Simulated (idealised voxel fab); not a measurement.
Presented below is a process module, voxel wiring stack.
Shown is cross-section cut, with a width of 225 nm and square cells of size 5 nm.
Cross-section format: a grid of square cells, given as bands from top to bottom; each band is one or more rows of cells.
A band entry consists of two parts. The first gives the height of the band's top and the height of its bottom, in nm. The rest lists the band's materials from left to right, each with its width in nm. A single material labelled with the word "throughout" fills the band from edge to edge, and the word "air" marks empty space.
The reference from which all heights are counted is 0, the level beneath which the as-received wafer is entirely one material; the lowest band, having no lower bound, proceeds downward and is written after the example "0 -> down".
Quick explanation for "30..40": the width changes in equal steps down the rows of cells, from the first number in the band's top row to the second number in its bottom row.
Reading "same as before" for a step: not a cell of the cross-section changed in it.
"Closed void roster" means: voids of 8 cells or more that are shut off from the top with no open way through. Written width x height at distance, distance from the left edge, in nm.
Heads up: the bit after the settings on a step's line is the simulator's remark on that step.
Each step line may optionally specify "overlay nm", which for a step with a mask gives the rightward distance between the mask's planned place and where it lay, a negative value indicating the leftward direction.
Pairs ahead. Before: cross-section ahead of one process step. After: cross-section once the step is done, shown to the lowest changed band only. Under each pair: that step, with settings. Caution: pairs may come from different runs of this module on the same starting wafer; a pair follows the pair above only where its "Pre-step snapshot" entry says so.
[Pre-step snapshot]
90 -> 75 = aC throughout
75 -> 40 = SiO2 throughout
40 -> 35 = SiCN throughout
35 -> 20 = lowk 10  SiCN 5  W 30  SiCN 5  lowk 15  SiCN 5  W 30  SiCN 5  lowk 15  SiCN 5  W 30  SiCN 5  lowk 15  SiCN 5  W 30  SiCN 5  lowk 10
20 -> 15 = SiCN 15  W 30  SiCN 25  W 30  SiCN 25  W 30  SiCN 25  W 30  SiCN 15
15 -> 5 = SiO2 throughout
5 -> 0 = TiN throughout
0 -> down = Si throughout
Closed void roster: none
[Step Result]
125 -> 90 = resist 15  air 30  resist 25  air 30  resist 25  air 30  resist 25  air 30  resist 15
below 90: unchanged
Closed void roster: none
The structure goes from the before cross-section above to the after cross-section through PATTERN with tone open, mask id METAL_2, material resist, width nm 30, pitch nm 55, thk nm 35, overlay nm 0
Pre-step snapshot: The structure entering this step is exactly what the pair just above shows after its step.
[Step Result]
110 -> 90 = resist 15  air 30  resist 25  air 30  resist 25  air 30  resist 25  air 30  resist 15
90 -> 75 = aC 15  air 30  aC 25  air 30  aC 25  air 30  aC 25  air 30  aC 15
below 75: unchanged
Closed void roster: none
The structure goes from the before cross-section above to the after cross-section through DIRECTIONAL_ETCH with etch materials aC, depth nm 15
Pre-step snapshot: The structure entering this step is exactly what the pair just above shows after its step.
[Step Result]
90 -> 75 = aC 15  air 30  aC 25  air 30  aC 25  air 30  aC 25  air 30  aC 15
below 75: unchanged
Closed void roster: none
The structure goes from the before cross-section above to the after cross-section through STRIP with etch materials resist
Pre-step snapshot: The structure entering this step is exactly what the pair just above shows after its step.
[Step Result]
90 -> 75 = aC 15  air 30  aC 25  air 30  aC 25  air 30  aC 25  air 30  aC 15
75 -> 55 = SiO2 15  air 30  SiO2 25  air 30  SiO2 25  air 30  SiO2 25  air 30  SiO2 15
below 55: unchanged
Closed void roster: none
The structure goes from the before cross-section above to the after cross-section through DIRECTIONAL_ETCH with etch materials SiO2, depth nm 20
Pre-step snapshot: The structure entering this step is exactly what the pair just above shows after its step.
[Step Result]
75 -> 55 = SiO2 15  air 30  SiO2 25  air 30  SiO2 25  air 30  SiO2 25  air 30  SiO2 15
below 55: unchanged
Closed void roster: none
The structure goes from the before cross-section above to the after cross-section through STRIP with etch materials aC
Pre-step snapshot: The structure entering this step is exactly what the pair just above shows after its step.
[Step Result]
90 -> 75 = aC 15  air 30  aC 25  air 30  aC 25  air 30  aC 25  air 30  aC 15
75 -> 70 = SiO2 15  air 30  SiO2 25  air 30  SiO2 25  air 30  SiO2 25  air 30  SiO2 15
70 -> 55 = SiO2 15  aC 30  SiO2 25  aC 30  SiO2 25  aC 30  SiO2 25  aC 30  SiO2 15
below 55: unchanged
Closed void roster: none
The structure goes from the before cross-section above to the after cross-section through DIRECTIONAL_DEP with material aC, thk nm 15
Pre-step snapshot: The structure entering this step is exactly what the pair just above shows after its step.
[Step Result]
125 -> 90 = resist 15  air 15  resist 40  air 15  resist 40  air 15  resist 40  air 15  resist 30
90 -> 75 = aC 15  air 15  resist 15  aC 25  air 15  resist 15  aC 25  air 15  resist 15  aC 25  air 15  resist 15  aC 15
75 -> 70 = SiO2 15  air 15  resist 15  SiO2 25  air 15  resist 15  SiO2 25  air 15  resist 15  SiO2 25  air 15  resist 15  SiO2 15
below 70: unchanged
Closed void roster: none
The structure goes from the before cross-section above to the after cross-section through PATTERN with tone open, mask id METAL_2_HOLES, material resist, width nm 15, pitch nm 55, thk nm 35, overlay nm 0
Pre-step snapshot: The structure entering this step is exactly what the pair just above shows after its step.
[Step Result]
110 -> 90 = resist 15  air 15  resist 40  air 15  resist 40  air 15  resist 40  air 15  resist 30
90 -> 75 = aC 15  air 15  resist 15  aC 25  air 15  resist 15  aC 25  air 15  resist 15  aC 25  air 15  resist 15  aC 15
75 -> 70 = SiO2 15  air 15  resist 15  SiO2 25  air 15  resist 15  SiO2 25  air 15  resist 15  SiO2 25  air 15  resist 15  SiO2 15
70 -> 55 = SiO2 15  air 15  aC 15  SiO2 25  air 15  aC 15  SiO2 25  air 15  aC 15  SiO2 25  air 15  aC 15  SiO2 15
below 55: unchanged
Closed void roster: none
The structure goes from the before cross-section above to the after cross-section through DIRECTIONAL_ETCH with etch materials aC, depth nm 15
Pre-step snapshot: The structure entering this step is exactly what the pair just above shows after its step.
[Step Result]
90 -> 75 = aC 15  air 30  aC 25  air 30  aC 25  air 30  aC 25  air 30  aC 15
75 -> 70 = SiO2 15  air 30  SiO2 25  air 30  SiO2 25  air 30  SiO2 25  air 30  SiO2 15
below 70: unchanged
Closed void roster: none
The structure goes from the before cross-section above to the after cross-section through STRIP with etch materials resist
Pre-step snapshot: The structure entering this step is exactly what the pair just above shows after its step.
[Step Result]
90 -> 75 = aC 15  air 30  aC 25  air 30  aC 25  air 30  aC 25  air 30  aC 15
75 -> 70 = SiO2 15  air 30  SiO2 25  air 30  SiO2 25  air 30  SiO2 25  air 30  SiO2 15
70 -> 55 = SiO2 15  air 15  aC 15  SiO2 25  air 15  aC 15  SiO2 25  air 15  aC 15  SiO2 25  air 15  aC 15  SiO2 15
55 -> 40 = SiO2 15  air 15  SiO2 40  air 15  SiO2 40  air 15  SiO2 40  air 15  SiO2 30
below 40: unchanged
Closed void roster: none
The structure goes from the before cross-section above to the after cross-section through DIRECTIONAL_ETCH with etch materials SiO2, depth nm 15
Pre-step snapshot: The structure entering this step is exactly what the pair just above shows after its step.
[Step Result]
90 -> 75 = aC 15  air 30  aC 25  air 30  aC 25  air 30  aC 25  air 30  aC 15
75 -> 70 = SiO2 15  air 30  SiO2 25  air 30  SiO2 25  air 30  SiO2 25  air 30  SiO2 15
70 -> 55 = SiO2 15  air 15  aC 15  SiO2 25  air 15  aC 15  SiO2 25  air 15  aC 15  SiO2 25  air 15  aC 15  SiO2 15
55 -> 40 = SiO2 15  air 15  SiO2 40  air 15  SiO2 40  air 15  SiO2 40  air 15  SiO2 30
40 -> 35 = SiCN 15  air 15  SiCN 40  air 15  SiCN 40  air 15  SiCN 40  air 15  SiCN 30
below 35: unchanged
Closed void roster: none
The structure goes from the before cross-section above to the after cross-section through DIRECTIONAL_ETCH with etch materials SiCN, depth nm 5
Pre-step snapshot: The structure entering this step is exactly what the pair just above shows after its step.
[Step Result]
75 -> 55 = SiO2 15  air 30  SiO2 25  air 30  SiO2 25  air 30  SiO2 25  air 30  SiO2 15
below 55: unchanged
Closed void roster: none
The structure goes from the before cross-section above to the after cross-section through STRIP with etch materials aC
Pre-step snapshot: The structure entering this step is exactly what the pair just above shows after its step.
[Step Result]
80 -> 75 = TiN 20  air 20  TiN 35  air 20  TiN 35  air 20  TiN 35  air 20  TiN 20
75 -> 60 = SiO2 15  TiN 5  air 20  TiN 5  SiO2 25  TiN 5  air 20  TiN 5  SiO2 25  TiN 5  air 20  TiN 5  SiO2 25  TiN 5  air 20  TiN 5  SiO2 15
60 -> 55 = SiO2 15  TiN 5  air 5  TiN 20  SiO2 25  TiN 5  air 5  TiN 20  SiO2 25  TiN 5  air 5  TiN 20  SiO2 25  TiN 5  air 5  TiN 20  SiO2 15
55 -> 40 = SiO2 15  TiN 5  air 5  TiN 5  SiO2 40  TiN 5  air 5  TiN 5  SiO2 40  TiN 5  air 5  TiN 5  SiO2 40  TiN 5  air 5  TiN 5  SiO2 30
40 -> 35 = SiCN 15  TiN 15  SiCN 40  TiN 15  SiCN 40  TiN 15  SiCN 40  TiN 15  SiCN 30
below 35: unchanged
Closed void roster: none
The structure goes from the before cross-section above to the after cross-section through CONFORMAL_DEP with material TiN, thk nm 5
Pre-step snapshot: The structure entering this step is exactly what the pair just above shows after its step.
[Step Result]
90 -> 80 = Ru throughout
80 -> 75 = TiN 20  Ru 20  TiN 35  Ru 20  TiN 35  Ru 20  TiN 35  Ru 20  TiN 20
75 -> 60 = SiO2 15  TiN 5  Ru 20  TiN 5  SiO2 25  TiN 5  Ru 20  TiN 5  SiO2 25  TiN 5  Ru 20  TiN 5  SiO2 25  TiN 5  Ru 20  TiN 5  SiO2 15
60 -> 55 = SiO2 15  TiN 5  Ru 5  TiN 20  SiO2 25  TiN 5  Ru 5  TiN 20  SiO2 25  TiN 5  Ru 5  TiN 20  SiO2 25  TiN 5  Ru 5  TiN 20  SiO2 15
55 -> 40 = SiO2 15  TiN 5  Ru 5  TiN 5  SiO2 40  TiN 5  Ru 5  TiN 5  SiO2 40  TiN 5  Ru 5  TiN 5  SiO2 40  TiN 5  Ru 5  TiN 5  SiO2 30
below 40: unchanged
Closed void roster: none
The structure goes from the before cross-section above to the after cross-section through FILL_DEP with material Ru, thk nm 10
Pre-step snapshot: The structure entering this step is exactly what the pair just above shows after its step.
[Step Result]
75 -> 60 = SiO2 15  TiN 5  Ru 20  TiN 5  SiO2 25  TiN 5  Ru 20  TiN 5  SiO2 25  TiN 5  Ru 20  TiN 5  SiO2 25  TiN 5  Ru 20  TiN 5  SiO2 15
below 60: unchanged
Closed void roster: none
The structure goes from the before cross-section above to the after cross-section through CMP with height nm 75
Pre-step snapshot: The structure entering this step is exactly what the pair just above shows after its step.
[Step Result]
80 -> 75 = SiCN throughout
below 75: unchanged
Closed void roster: none
The structure goes from the before cross-section above to the after cross-section through CONFORMAL_DEP with material SiCN, thk nm 5
Pre-step snapshot: The structure entering this step is exactly what the pair just above shows after its step.
[Step Result]
90 -> 80 = lowk throughout
below 80: unchanged
Closed void roster: none
The structure goes from the before cross-section above to the after cross-section through DIRECTIONAL_DEP with material lowk, thk nm 10
Pre-step snapshot: The structure entering this step is exactly what the pair just above shows after its step.
[Step Result]
100 -> 90 = aC throughout
below 90: unchanged
Closed void roster: none
The structure goes from the before cross-section above to the after cross-section through DIRECTIONAL_DEP with material aC, thk nm 10
Pre-step snapshot: The structure entering this step is exactly what the pair just above shows after its step.
[Step Result]
130 -> 100 = resist 15  air 15  resist 40  air 15  resist 40  air 15  resist 40  air 15  resist 30
below 100: unchanged
Closed void roster: none
The structure goes from the before cross-section above to the after cross-section through PATTERN with tone open, mask id PLUG_2, material resist, width nm 15, pitch nm 55, thk nm 30, overlay nm 0
Pre-step snapshot: The structure entering this step is exactly what the pair just above shows after its step.
[Step Result]
120 -> 100 = resist 15  air 15  resist 40  air 15  resist 40  air 15  resist 40  air 15  resist 30
100 -> 90 = aC 15  air 15  aC 40  air 15  aC 40  air 15  aC 40  air 15  aC 30
below 90: unchanged
Closed void roster: none
The structure goes from the before cross-section above to the after cross-section through DIRECTIONAL_ETCH with etch materials aC, depth nm 10
Pre-step snapshot: The structure entering this step is exactly what the pair just above shows after its step.
[Step Result]
100 -> 90 = aC 15  air 15  aC 40  air 15  aC 40  air 15  aC 40  air 15  aC 30
below 90: unchanged
Closed void roster: none
The structure goes from the before cross-section above to the after cross-section through STRIP with etch materials resist
Pre-step snapshot: The structure entering this step is exactly what the pair just above shows after its step.
[Step Result]
100 -> 90 = aC 15  air 15  aC 40  air 15  aC 40  air 15  aC 40  air 15  aC 30
90 -> 80 = lowk 15  air 15  lowk 40  air 15  lowk 40  air 15  lowk 40  air 15  lowk 30
below 80: unchanged
Closed void roster: none
The structure goes from the before cross-section above to the after cross-section through DIRECTIONAL_ETCH with etch materials lowk, depth nm 10
Pre-step snapshot: The structure entering this step is exactly what the pair just above shows after its step.
[Step Result]
100 -> 90 = aC 15  air 15  aC 40  air 15  aC 40  air 15  aC 40  air 15  aC 30
90 -> 80 = lowk 15  air 15  lowk 40  air 15  lowk 40  air 15  lowk 40  air 15  lowk 30
80 -> 75 = SiCN 15  air 15  SiCN 40  air 15  SiCN 40  air 15  SiCN 40  air 15  SiCN 30
below 75: unchanged
Closed void roster: none
The structure goes from the before cross-section above to the after cross-section through DIRECTIONAL_ETCH with etch materials SiCN, depth nm 5
Pre-step snapshot: The structure entering this step is exactly what the pair just above shows after its step.
[Step Result]
90 -> 80 = lowk 15  air 15  lowk 40  air 15  lowk 40  air 15  lowk 40  air 15  lowk 30
below 80: unchanged
Closed void roster: none
The structure goes from the before cross-section above to the after cross-section through STRIP with etch materials aC
Pre-step snapshot: The structure entering this step is exactly what the pair just above shows after its step.
[Step Result]
95 -> 90 = TiN 20  air 5  TiN 50  air 5  TiN 50  air 5  TiN 50  air 5  TiN 35
90 -> 80 = lowk 15  TiN 5  air 5  TiN 5  lowk 40  TiN 5  air 5  TiN 5  lowk 40  TiN 5  air 5  TiN 5  lowk 40  TiN 5  air 5  TiN 5  lowk 30
80 -> 75 = SiCN 15  TiN 15  SiCN 40  TiN 15  SiCN 40  TiN 15  SiCN 40  TiN 15  SiCN 30
below 75: unchanged
Closed void roster: none
The structure goes from the before cross-section above to the after cross-section through CONFORMAL_DEP with material TiN, thk nm 5
Pre-step snapshot: The structure entering this step is exactly what the pair just above shows after its step.
[Step Result]
105 -> 95 = W throughout
95 -> 90 = TiN 20  W 5  TiN 50  W 5  TiN 50  W 5  TiN 50  W 5  TiN 35
90 -> 80 = lowk 15  TiN 5  W 5  TiN 5  lowk 40  TiN 5  W 5  TiN 5  lowk 40  TiN 5  W 5  TiN 5  lowk 40  TiN 5  W 5  TiN 5  lowk 30
below 80: unchanged
Closed void roster: none
The structure goes from the before cross-section above to the after cross-section through FILL_DEP with material W, thk nm 10
Pre-step snapshot: The structure entering this step is exactly what the pair just above shows after its step.
[Step Result]
90 -> 80 = lowk 15  TiN 5  W 5  TiN 5  lowk 40  TiN 5  W 5  TiN 5  lowk 40  TiN 5  W 5  TiN 5  lowk 40  TiN 5  W 5  TiN 5  lowk 30
below 80: unchanged
Closed void roster: none
The structure goes from the before cross-section above to the after cross-section through CMP with height nm 90
Pre-step snapshot: The structure entering this step is exactly what the pair just above shows after its step.
[Step Result]
95 -> 90 = TiN throughout
below 90: unchanged
Closed void roster: none
The structure goes from the before cross-section above to the after cross-section through DIRECTIONAL_DEP with material TiN, thk nm 5
Pre-step snapshot: The structure entering this step is exactly what the pair just above shows after its step.
[Step Result]
120 -> 95 = Ru throughout
below 95: unchanged
Closed void roster: none
The structure goes from the before cross-section above to the after cross-section through DIRECTIONAL_DEP with material Ru, thk nm 25
Pre-step snapshot: The structure entering this step is exactly what the pair just above shows after its step.
[Step Result]
130 -> 120 = aC throughout
below 120: unchanged
Closed void roster: none
The structure goes from the before cross-section above to the after cross-section through DIRECTIONAL_DEP with material aC, thk nm 10
Pre-step snapshot: The structure entering this step is exactly what the pair just above shows after its step.
[Step Result]
155 -> 130 = air 15  resist 30  air 25  resist 30  air 25  resist 30  air 25  resist 30  air 15
below 130: unchanged
Closed void roster: none
The structure goes from the before cross-section above to the after cross-section through PATTERN with tone cover, mask id METAL_3, material resist, width nm 30, pitch nm 55, thk nm 25, overlay nm 0
Pre-step snapshot: The structure entering this step is exactly what the pair just above shows after its step.
[Step Result]
145 -> 130 = air 15  resist 30  air 25  resist 30  air 25  resist 30  air 25  resist 30  air 15
130 -> 120 = air 15  aC 30  air 25  aC 30  air 25  aC 30  air 25  aC 30  air 15
below 120: unchanged
Closed void roster: none
The structure goes from the before cross-section above to the after cross-section through DIRECTIONAL_ETCH with etch materials aC, depth nm 10
Pre-step snapshot: The structure entering this step is exactly what the pair just above shows after its step.
[Step Result]
130 -> 120 = air 15  aC 30  air 25  aC 30  air 25  aC 30  air 25  aC 30  air 15
below 120: unchanged
Closed void roster: none
The structure goes from the before cross-section above to the after cross-section through STRIP with etch materials resist
Pre-step snapshot: The structure entering this step is exactly what the pair just above shows after its step.
[Step Result]
130 -> 120 = air 15  aC 30  air 25  aC 30  air 25  aC 30  air 25  aC 30  air 15
120 -> 95 = air 15  Ru 30  air 25  Ru 30  air 25  Ru 30  air 25  Ru 30  air 15
below 95: unchanged
Closed void roster: none
The structure goes from the before cross-section above to the after cross-section through DIRECTIONAL_ETCH with etch materials Ru, depth nm 25
Pre-step snapshot: The structure entering this step is exactly what the pair just above shows after its step.
[Step Result]
130 -> 120 = air 15  aC 30  air 25  aC 30  air 25  aC 30  air 25  aC 30  air 15
120 -> 95 = air 15  Ru 30  air 25  Ru 30  air 25  Ru 30  air 25  Ru 30  air 15
95 -> 90 = air 15  TiN 30  air 25  TiN 30  air 25  TiN 30  air 25  TiN 30  air 15
below 90: unchanged
Closed void roster: none
The structure goes from the before cross-section above to the after cross-section through DIRECTIONAL_ETCH with etch materials TiN, depth nm 5
Pre-step snapshot: The structure entering this step is exactly what the pair just above shows after its step.
[Step Result]
120 -> 95 = air 15  Ru 30  air 25  Ru 30  air 25  Ru 30  air 25  Ru 30  air 15
below 95: unchanged
Closed void roster: none
The structure goes from the before cross-section above to the after cross-section through STRIP with etch materials aC
Pre-step snapshot: The structure entering this step is exactly what the pair just above shows after its step.
[Step Result]
125 -> 120 = air 10  SiCN 40  air 15  SiCN 40  air 15  SiCN 40  air 15  SiCN 40  air 10
120 -> 95 = air 10  SiCN 5  Ru 30  SiCN 5  air 15  SiCN 5  Ru 30  SiCN 5  air 15  SiCN 5  Ru 30  SiCN 5  air 15  SiCN 5  Ru 30  SiCN 5  air 10
95 -> 90 = SiCN 15  TiN 30  SiCN 25  TiN 30  SiCN 25  TiN 30  SiCN 25  TiN 30  SiCN 15
below 90: unchanged
Closed void roster: none
The structure goes from the before cross-section above to the after cross-section through CONFORMAL_DEP with material SiCN, thk nm 5
Pre-step snapshot: The structure entering this step is exactly what the pair just above shows after its step.
[Step Result]
135 -> 125 = lowk throughout
125 -> 120 = lowk 10  SiCN 40  lowk 15  SiCN 40  lowk 15  SiCN 40  lowk 15  SiCN 40  lowk 10
120 -> 95 = lowk 10  SiCN 5  Ru 30  SiCN 5  lowk 15  SiCN 5  Ru 30  SiCN 5  lowk 15  SiCN 5  Ru 30  SiCN 5  lowk 15  SiCN 5  Ru 30  SiCN 5  lowk 10
below 95: unchanged
Closed void roster: none
The structure goes from the before cross-section above to the after cross-section through FILL_DEP with material lowk, thk nm 10
Pre-step snapshot: The structure entering this step is exactly what the pair just above shows after its step.
[Step Result]
120 -> 95 = lowk 10  SiCN 5  Ru 30  SiCN 5  lowk 15  SiCN 5  Ru 30  SiCN 5  lowk 15  SiCN 5  Ru 30  SiCN 5  lowk 15  SiCN 5  Ru 30  SiCN 5  lowk 10
below 95: unchanged
Closed void roster: none
The structure goes from the before cross-section above to the after cross-section through CMP with height nm 120
Pre-step snapshot: The structure entering this step is exactly what the pair just above shows after its step.
[Step Result]
125 -> 120 = SiN throughout
below 120: unchanged
Closed void roster: none
The structure goes from the before cross-section above to the after cross-section through CONFORMAL_DEP with material SiN, thk nm 5
[Pre-step snapshot]
40 -> 35 = SiCN throughout
35 -> 15 = lowk 10  SiCN 5  W 30  SiCN 5  lowk 15  SiCN 5  W 30  SiCN 5  lowk 15  SiCN 5  W 30  SiCN 5  lowk 15  SiCN 5  W 30  SiCN 5  lowk 10
15 -> 10 = SiCN 15  TiN 30  SiCN 25  TiN 30  SiCN 25  TiN 30  SiCN 25  TiN 30  SiCN 15
10 -> 0 = SiO2 throughout
0 -> down = Si throughout
Closed void roster: none
[Step Result]
65 -> 40 = SiO2 throughout
below 40: unchanged
Closed void roster: none
The structure goes from the before cross-section above to the after cross-section through DIRECTIONAL_DEP with material SiO2, thk nm 25
Pre-step snapshot: The structure entering this step is exactly what the pair just above shows after its step.
[Step Result]
80 -> 65 = aC throughout
below 65: unchanged
Closed void roster: none
The structure goes from the before cross-section above to the after cross-section through DIRECTIONAL_DEP with material aC, thk nm 15
Pre-step snapshot: The structure entering this step is exactly what the pair just above shows after its step.
[Step Result]
115 -> 80 = resist 15  air 30  resist 25  air 30  resist 25  air 30  resist 25  air 30  resist 15
below 80: unchanged
Closed void roster: none
The structure goes from the before cross-section above to the after cross-section through PATTERN with tone open, mask id METAL_2, material resist, width nm 30, pitch nm 55, thk nm 35, overlay nm 0
Pre-step snapshot: The structure entering this step is exactly what the pair just above shows after its step.
[Step Result]
100 -> 80 = resist 15  air 30  resist 25  air 30  resist 25  air 30  resist 25  air 30  resist 15
80 -> 65 = aC 15  air 30  aC 25  air 30  aC 25  air 30  aC 25  air 30  aC 15
below 65: unchanged
Closed void roster: none
The structure goes from the before cross-section above to the after cross-section through DIRECTIONAL_ETCH with etch materials aC, depth nm 15
Pre-step snapshot: The structure entering this step is exactly what the pair just above shows after its step.
[Step Result]
80 -> 65 = aC 15  air 30  aC 25  air 30  aC 25  air 30  aC 25  air 30  aC 15
below 65: unchanged
Closed void roster: none
The structure goes from the before cross-section above to the after cross-section through STRIP with etch materials resist
Pre-step snapshot: The structure entering this step is exactly what the pair just above shows after its step.
[Step Result]
80 -> 65 = aC 15  air 30  aC 25  air 30  aC 25  air 30  aC 25  air 30  aC 15
65 -> 45 = SiO2 15  air 30  SiO2 25  air 30  SiO2 25  air 30  SiO2 25  air 30  SiO2 15
below 45: unchanged
Closed void roster: none
The structure goes from the before cross-section above to the after cross-section through DIRECTIONAL_ETCH with etch materials SiO2, depth nm 20
Pre-step snapshot: The structure entering this step is exactly what the pair just above shows after its step.
[Step Result]
65 -> 45 = SiO2 15  air 30  SiO2 25  air 30  SiO2 25  air 30  SiO2 25  air 30  SiO2 15
below 45: unchanged
Closed void roster: none
The structure goes from the before cross-section above to the after cross-section through STRIP with etch materials aC
Pre-step snapshot: The structure entering this step is exactly what the pair just above shows after its step.
[Step Result]
80 -> 65 = aC 15  air 30  aC 25  air 30  aC 25  air 30  aC 25  air 30  aC 15
65 -> 60 = SiO2 15  air 30  SiO2 25  air 30  SiO2 25  air 30  SiO2 25  air 30  SiO2 15
60 -> 45 = SiO2 15  aC 30  SiO2 25  aC 30  SiO2 25  aC 30  SiO2 25  aC 30  SiO2 15
below 45: unchanged
Closed void roster: none
The structure goes from the before cross-section above to the after cross-section through DIRECTIONAL_DEP with material aC, thk nm 15
Pre-step snapshot: The structure entering this step is exactly what the pair just above shows after its step.
[Step Result]
115 -> 80 = resist 15  air 15  resist 40  air 15  resist 40  air 15  resist 40  air 15  resist 30
80 -> 65 = aC 15  air 15  resist 15  aC 25  air 15  resist 15  aC 25  air 15  resist 15  aC 25  air 15  resist 15  aC 15
65 -> 60 = SiO2 15  air 15  resist 15  SiO2 25  air 15  resist 15  SiO2 25  air 15  resist 15  SiO2 25  air 15  resist 15  SiO2 15
below 60: unchanged
Closed void roster: none
The structure goes from the before cross-section above to the after cross-section through PATTERN with tone open, mask id METAL_2_HOLES, material resist, width nm 15, pitch nm 55, thk nm 35, overlay nm 0
Pre-step snapshot: The structure entering this step is exactly what the pair just above shows after its step.
[Step Result]
100 -> 80 = resist 15  air 15  resist 40  air 15  resist 40  air 15  resist 40  air 15  resist 30
80 -> 65 = aC 15  air 15  resist 15  aC 25  air 15  resist 15  aC 25  air 15  resist 15  aC 25  air 15  resist 15  aC 15
65 -> 60 = SiO2 15  air 15  resist 15  SiO2 25  air 15  resist 15  SiO2 25  air 15  resist 15  SiO2 25  air 15  resist 15  SiO2 15
60 -> 45 = SiO2 15  air 15  aC 15  SiO2 25  air 15  aC 15  SiO2 25  air 15  aC 15  SiO2 25  air 15  aC 15  SiO2 15
below 45: unchanged
Closed void roster: none
The structure goes from the before cross-section above to the after cross-section through DIRECTIONAL_ETCH with etch materials aC, depth nm 15
Pre-step snapshot: The structure entering this step is exactly what the pair just above shows after its step.
[Step Result]
80 -> 65 = aC 15  air 30  aC 25  air 30  aC 25  air 30  aC 25  air 30  aC 15
65 -> 60 = SiO2 15  air 30  SiO2 25  air 30  SiO2 25  air 30  SiO2 25  air 30  SiO2 15
below 60: unchanged
Closed void roster: none
The structure goes from the before cross-section above to the after cross-section through STRIP with etch materials resist
Pre-step snapshot: The structure entering this step is exactly what the pair just above shows after its step.
[Step Result]
80 -> 65 = aC 15  air 30  aC 25  air 30  aC 25  air 30  aC 25  air 30  aC 15
65 -> 60 = SiO2 15  air 30  SiO2 25  air 30  SiO2 25  air 30  SiO2 25  air 30  SiO2 15
60 -> 45 = SiO2 15  air 15  aC 15  SiO2 25  air 15  aC 15  SiO2 25  air 15  aC 15  SiO2 25  air 15  aC 15  SiO2 15
45 -> 40 = SiO2 15  air 15  SiO2 40  air 15  SiO2 40  air 15  SiO2 40  air 15  SiO2 30
below 40: unchanged
Closed void roster: none
The structure goes from the before cross-section above to the after cross-section through DIRECTIONAL_ETCH with etch materials SiO2, depth nm 15
Pre-step snapshot: The structure entering this step is exactly what the pair just above shows after its step.
[Step Result]
80 -> 65 = aC 15  air 30  aC 25  air 30  aC 25  air 30  aC 25  air 30  aC 15
65 -> 60 = SiO2 15  air 30  SiO2 25  air 30  SiO2 25  air 30  SiO2 25  air 30  SiO2 15
60 -> 45 = SiO2 15  air 15  aC 15  SiO2 25  air 15  aC 15  SiO2 25  air 15  aC 15  SiO2 25  air 15  aC 15  SiO2 15
45 -> 40 = SiO2 15  air 15  SiO2 40  air 15  SiO2 40  air 15  SiO2 40  air 15  SiO2 30
40 -> 35 = SiCN 15  air 15  SiCN 40  air 15  SiCN 40  air 15  SiCN 40  air 15  SiCN 30
below 35: unchanged
Closed void roster: none
The structure goes from the before cross-section above to the after cross-section through DIRECTIONAL_ETCH with etch materials SiCN, depth nm 5
Pre-step snapshot: The structure entering this step is exactly what the pair just above shows after its step.
[Step Result]
65 -> 45 = SiO2 15  air 30  SiO2 25  air 30  SiO2 25  air 30  SiO2 25  air 30  SiO2 15
below 45: unchanged
Closed void roster: none
The structure goes from the before cross-section above to the after cross-section through STRIP with etch materials aC
Pre-step snapshot: The structure entering this step is exactly what the pair just above shows after its step.
[Step Result]
70 -> 65 = TiN 20  air 20  TiN 35  air 20  TiN 35  air 20  TiN 35  air 20  TiN 20
65 -> 50 = SiO2 15  TiN 5  air 20  TiN 5  SiO2 25  TiN 5  air 20  TiN 5  SiO2 25  TiN 5  air 20  TiN 5  SiO2 25  TiN 5  air 20  TiN 5  SiO2 15
50 -> 40 = SiO2 15  TiN 5  air 5  TiN 20..5  SiO2 25..40  TiN 5  air 5  TiN 20..5  SiO2 25..40  TiN 5  air 5  TiN 20..5  SiO2 25..40  TiN 5  air 5  TiN 20..5  SiO2 15..30
40 -> 35 = SiCN 15  TiN 15  SiCN 40  TiN 15  SiCN 40  TiN 15  SiCN 40  TiN 15  SiCN 30
below 35: unchanged
Closed void roster: none
The structure goes from the before cross-section above to the after cross-section through CONFORMAL_DEP with material TiN, thk nm 5
Pre-step snapshot: The structure entering this step is exactly what the pair just above shows after its step.
[Step Result]
80 -> 70 = Ru throughout
70 -> 65 = TiN 20  Ru 20  TiN 35  Ru 20  TiN 35  Ru 20  TiN 35  Ru 20  TiN 20
65 -> 50 = SiO2 15  TiN 5  Ru 20  TiN 5  SiO2 25  TiN 5  Ru 20  TiN 5  SiO2 25  TiN 5  Ru 20  TiN 5  SiO2 25  TiN 5  Ru 20  TiN 5  SiO2 15
50 -> 40 = SiO2 15  TiN 5  Ru 5  TiN 20..5  SiO2 25..40  TiN 5  Ru 5  TiN 20..5  SiO2 25..40  TiN 5  Ru 5  TiN 20..5  SiO2 25..40  TiN 5  Ru 5  TiN 20..5  SiO2 15..30
below 40: unchanged
Closed void roster: none
The structure goes from the before cross-section above to the after cross-section through FILL_DEP with material Ru, thk nm 10
Pre-step snapshot: The structure entering this step is exactly what the pair just above shows after its step.
[Step Result]
75 -> 70 = Ru throughout
below 70: unchanged
Closed void roster: none
The structure goes from the before cross-section above to the after cross-section through CMP with height nm 75
Pre-step snapshot: The structure entering this step is exactly what the pair just above shows after its step.
[Step Result]
80 -> 75 = SiCN throughout
below 75: unchanged
Closed void roster: none
The structure goes from the before cross-section above to the after cross-section through CONFORMAL_DEP with material SiCN, thk nm 5
Pre-step snapshot: The structure entering this step is exactly what the pair just above shows after its step.
[Step Result]
90 -> 80 = lowk throughout
below 80: unchanged
Closed void roster: none
The structure goes from the before cross-section above to the after cross-section through DIRECTIONAL_DEP with material lowk, thk nm 10
Pre-step snapshot: The structure entering this step is exactly what the pair just above shows after its step.
[Step Result]
100 -> 90 = aC throughout
below 90: unchanged
Closed void roster: none
The structure goes from the before cross-section above to the after cross-section through DIRECTIONAL_DEP with material aC, thk nm 10
Pre-step snapshot: The structure entering this step is exactly what the pair just above shows after its step.
[Step Result]
130 -> 100 = resist 15  air 15  resist 40  air 15  resist 40  air 15  resist 40  air 15  resist 30
below 100: unchanged
Closed void roster: none
The structure goes from the before cross-section above to the after cross-section through PATTERN with tone open, mask id PLUG_2, material resist, width nm 15, pitch nm 55, thk nm 30, overlay nm 0
Pre-step snapshot: The structure entering this step is exactly what the pair just above shows after its step.
[Step Result]
120 -> 100 = resist 15  air 15  resist 40  air 15  resist 40  air 15  resist 40  air 15  resist 30
100 -> 90 = aC 15  air 15  aC 40  air 15  aC 40  air 15  aC 40  air 15  aC 30
below 90: unchanged
Closed void roster: none
The structure goes from the before cross-section above to the after cross-section through DIRECTIONAL_ETCH with etch materials aC, depth nm 10
